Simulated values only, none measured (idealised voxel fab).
Documented hereafter: the process module known as voxel released beams.
It is cross-section cut that appears here, measuring 280 nm in width, its square cells being 5 nm in size.
Think of the cross-section as a grid of square cells. We describe it in bands, top to bottom, and each band covers one or more rows of those cells. Look at the band entry: it leads with the top's height and the bottom's height in nm. Then it lists the materials left to right, with a width in nm for each. The word "edge to edge" on a single material says that material fills the band edge to edge. The word "empty" is empty space. A quick word on heights: they are counted from 0, and under that level the wafer as it came to us is one material throughout. The lowest band is different from the rest in having no bottom; it simply continues downward, written as in "0..down". Read "30 to 40" as a graded width: first number on top, second number at the bottom, same change between each pair of neighbouring rows. For the purposes of this document, the phrase "everything unchanged" attached to a step denotes that no cell within the cross-section was modified by that step. "Enclosed void listing" - sealed voids, min. 8 cells, no opening to top; format: width x height at distance (distance from left edge; nm throughout). Anything after a step's settings on that line? It's the simulator's own note about the step. If you see "overlay nm" on a step's line and that step has a mask, it's telling you how far right of where it was planned the mask ended up; a negative number means it went left instead.

**The planned process steps are enumerated hereunder**
1. RECEIVE [material Si]
2. CONFORMAL_DEP [material SiN] [thk nm 10]
3. DIRECTIONAL_DEP [material SiO2] [thk nm 15]
4. DIRECTIONAL_DEP [material aC] [thk nm 10]
5. PATTERN [tone open] [mask id ANCHOR] [material resist] [width nm 35] [thk nm 30] [overlay nm 0]
6. DIRECTIONAL_ETCH [etch materials aC] [depth nm 10]
7. STRIP [etch materials resist]
8. DIRECTIONAL_ETCH [etch materials SiO2] [depth nm 15]
9. STRIP [etch materials aC]
10. CONFORMAL_DEP [material W] [thk nm 10]
11. MASKED_ETCH [tone cover] [mask id BEAM] [width nm 120] [etch materials W] [depth nm 10] [overlay nm 0]
12. STRIP [etch materials SiO2]

**Wafer cross-section on receipt, i.e. after step 1**
  0..down  Si edge to edge
  Enclosed void listing: none

**As-planned run: cross-section of the first of two wafers at end of module**
  35..25  empty: 75 | W: 15 | empty: 15 | W: 90 | empty: 85
  25..20  empty: 80 | W: 10 | empty: 15 | W: 10 | empty: 165
  20..10  empty: 80 | W: 35 | empty: 165
  10..0  SiN edge to edge
  0..down  Si edge to edge
  Enclosed void listing: none

**Presented here is a cross-section of the second of the two wafers as it stood at the end of the module. It was started in the same manner and assigned the same plan as the first wafer; however, one mistake was made in its execution**
  35..25  empty: 75 | W: 20 | empty: 15 | W: 85 | empty: 85
  25..20  empty: 85 | W: 10 | empty: 15 | W: 10 | empty: 160
  20..10  empty: 85 | W: 35 | empty: 160
  10..0  SiN edge to edge
  0..down  Si edge to edge
  Enclosed void listing: none
The plan and the run diverged here: step 5 ran as: PATTERN [tone open] [mask id ANCHOR] [material resist] [width nm 35] [thk nm 30] [overlay nm 5]
Comparing end states, the material composition by cell count is preserved from the first wafer to the second, while the locations of the cells are not.
